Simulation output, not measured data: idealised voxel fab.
Title: Process Module voxel self aligned contacts
FYI the section here is cut, 185 nm wide, cells are 5 nm squares.
We lay out every cross-section as a grid of square cells and spell it out in bands from the top down, where one band means one or more rows of cells. This entry defines a band. It first specifies the height of the band's top and the height of its bottom in nm, and then specifies the band's materials from left to right, stating each material with its width in nm. The word "everywhere" identifies a single material that fills the band from edge to edge, while the word "blank" identifies empty space. Height datum 0, below which the as-received substrate wafer is one material. Lowest band open at the bottom, running downward: "0 nm and below". The two numbers in a width such as "30 to 40" mark its ends across the band: the first belongs to the top row of cells, the second to the bottom row, and from each row to the next the width moves by the same amount. "nothing altered" means the step left every cell of the cross-section as it was. What "Closed void register" gives you is every empty space of 8 cells or more that is cut off from the top. Each appears as width x height at distance, with the distance taken from the left edge and width, height and distance all in nm. Note: text after step settings on the step line = simulator remark on that step. The setting "overlay nm" may be written on the line of a step. When the step uses a mask, the value reports how far to the right of the planned place the mask lay, and a negative value reports that it lay to the left.
Process steps foreseen in the plan
1: RECEIVE | material Si
2: CONFORMAL_DEP | material SiO2 | thk nm 5
3: DIRECTIONAL_DEP | material polySi | thk nm 25
4: DIRECTIONAL_DEP | material SiN | thk nm 25
5: DIRECTIONAL_DEP | material aC | thk nm 15
6: PATTERN | tone cover | mask id GATE | material resist | width nm 35 | pitch nm 70 | thk nm 30 | overlay nm 0
7: DIRECTIONAL_ETCH | etch materials aC | depth nm 15
8: STRIP | etch materials resist
9: DIRECTIONAL_ETCH | etch materials SiN | depth nm 25
10: DIRECTIONAL_ETCH | etch materials polySi | depth nm 25
11: STRIP | etch materials aC
12: CONFORMAL_DEP | material SiN | thk nm 10
13: DIRECTIONAL_ETCH | etch materials SiN | depth nm 10
14: FILL_DEP | material SiO2 | thk nm 10
15: CMP | height nm 60
16: PATTERN | tone open | mask id CONTACT | material resist | width nm 55 | thk nm 20 | overlay nm 0
17: DIRECTIONAL_ETCH | etch materials SiO2 | depth nm 60
18: STRIP | etch materials resist
19: CONFORMAL_DEP | material TiN | thk nm 5
20: FILL_DEP | material W | thk nm 5
21: CMP | height nm 50
22: CONFORMAL_DEP | material SiCN | thk nm 5
Wafer-to-wafer difference: height nm, step 21. Common start. Plan = first wafer's value.
As-received state after step 1, first of several wafers, cross-section
    0 nm and below  Si everywhere
    Closed void register: none
Cross-section of the first of several wafers, taken after step 22, where the module ends
    55 nm to 50 nm  SiCN everywhere
    50 nm to 30 nm  30 nm SiO2, 55 nm SiN, 5 nm TiN, 5 nm W, 5 nm TiN, 55 nm SiN, 30 nm SiO2
    30 nm to 5 nm  30 nm SiO2, 10 nm SiN, 35 nm polySi, 10 nm SiN, 5 nm TiN, 5 nm W, 5 nm TiN, 10 nm SiN, 35 nm polySi, 10 nm SiN, 30 nm SiO2
    5 nm to 0 nm  85 nm SiO2, 15 nm TiN, 85 nm SiO2
    0 nm and below  Si everywhere
    Closed void register: none
X-section, last wafer, module end
    75 nm to 70 nm  SiCN everywhere
    70 nm to 65 nm  W everywhere
    65 nm to 60 nm  70 nm TiN, 45 nm W, 70 nm TiN
    60 nm to 55 nm  65 nm SiO2, 25 nm TiN, 5 nm W, 25 nm TiN, 65 nm SiO2
    55 nm to 30 nm  30 nm SiO2, 55 nm SiN, 5 nm TiN, 5 nm W, 5 nm TiN, 55 nm SiN, 30 nm SiO2
    30 nm to 5 nm  30 nm SiO2, 10 nm SiN, 35 nm polySi, 10 nm SiN, 5 nm TiN, 5 nm W, 5 nm TiN, 10 nm SiN, 35 nm polySi, 10 nm SiN, 30 nm SiO2
    5 nm to 0 nm  85 nm SiO2, 15 nm TiN, 85 nm SiO2
    0 nm and below  Si everywhere
    Closed void register: none
The rows of the table below are wafers. Looking at the end of the module, a row counts, for every material, the cells the wafer has gained, shown as (+), or lost, shown as (-), since it was received; its closed voids come next
height nm 50 | +37 SiCN | +128 SiN | +142 SiO2 | +21 TiN | +9 W | +70 polySi | Closed void register: none
height nm 55 | +37 SiCN | +150 SiN | +154 SiO2 | +23 TiN | +10 W | +70 polySi | Closed void register: none
height nm 60 | +37 SiCN | +150 SiN | +180 SiO2 | +33 TiN | +11 W | +70 polySi | Closed void register: none
height nm 65 | +37 SiCN | +150 SiN | +180 SiO2 | +61 TiN | +20 W | +70 polySi | Closed void register: none
height nm 70 | +37 SiCN | +150 SiN | +180 SiO2 | +61 TiN | +57 W | +70 polySi | Closed void register: none
